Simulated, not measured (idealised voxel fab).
This section sets out a process module, namely voxel ribs on slabs.
The figure presents cross-section cut, which has a width of 290 nm and is divided into square cells with an edge length of 5 nm.
This document writes a cross-section as a grid whose cells are square, and gives it as bands, listed from the top down; one or more rows of cells form a band.
Band: top and bottom heights (nm) first, top before bottom; then materials from left to right, widths in nm. "throughout" marks a sole material filling the band edge to edge. "empty" denotes empty space.
Counting heights begins at 0, where everything beneath is, in the wafer as received, one material. The lowest band has no bottom; it goes on downwards, as "top 0, no bottom" shows.
Note: "30 to 40" means the width goes from the first number (top row of the band) to the second number (bottom row) in equal steps per row of cells.
"no alterations made" -> step changed no cross-section cell.
Heads up: "Sealed cavities" only lists the empty pockets with no open path to the top that are 8 cells or more, and it writes them as width x height at distance, distance from the left edge, in nm.
That trailing text on a step's line, after the settings, is the simulator's own remark on the step.
"overlay nm", when on a step's line for a step with a mask, measures how far to the right of its planned place the mask lay; a negative measure means to the left.
[Process steps foreseen in the plan]
step 1: RECEIVE [material Si]
step 2: DIRECTIONAL_DEP [material SiO2] [thk nm 20]
step 3: DIRECTIONAL_DEP [material polySi] [thk nm 15]
step 4: MASKED_ETCH [tone cover] [mask id RIB] [width nm 25] [etch materials polySi] [depth nm 5] [overlay nm 0]
step 5: DIRECTIONAL_DEP [material aC] [thk nm 10]
step 6: PATTERN [tone cover] [mask id SLAB] [material resist] [width nm 75] [thk nm 25] [overlay nm 0]
step 7: DIRECTIONAL_ETCH [etch materials aC] [depth nm 10]
step 8: STRIP [etch materials resist]
step 9: DIRECTIONAL_ETCH [etch materials polySi] [depth nm 10]
step 10: STRIP [etch materials aC]
step 11: FILL_DEP [material SiO2] [thk nm 20]
step 12: CMP [height nm 45]
step 13: DIRECTIONAL_DEP [material TiN] [thk nm 5]
step 14: DIRECTIONAL_DEP [material aC] [thk nm 15]
step 15: PATTERN [tone cover] [mask id HEATER] [material resist] [width nm 35] [thk nm 35] [overlay nm 0]
step 16: DIRECTIONAL_ETCH [etch materials aC] [depth nm 15]
step 17: STRIP [etch materials resist]
step 18: DIRECTIONAL_ETCH [etch materials TiN] [depth nm 5]
step 19: STRIP [etch materials aC]
step 20: CONFORMAL_DEP [material SiO2] [thk nm 5]
[As-received state of the wafer in cross-section, equivalent to post-step 1]
* top 0, no bottom  Si throughout
* Sealed cavities: none
[Starting structure and process plan are as shown above, but one mistake was made in running the module; the wafer cross-section at the end of the module follows]
* top 55, bottom 50  empty 120 nm / SiO2 45 nm / empty 125 nm
* top 50, bottom 45  SiO2 125 nm / TiN 35 nm / SiO2 130 nm
* top 45, bottom 15  SiO2 throughout
* top 15, bottom 0  polySi throughout
* top 0, no bottom  Si throughout
* Sealed cavities: none
Error vs. plan: deviation from plan: step 3 and step 2 executed in one another's positions
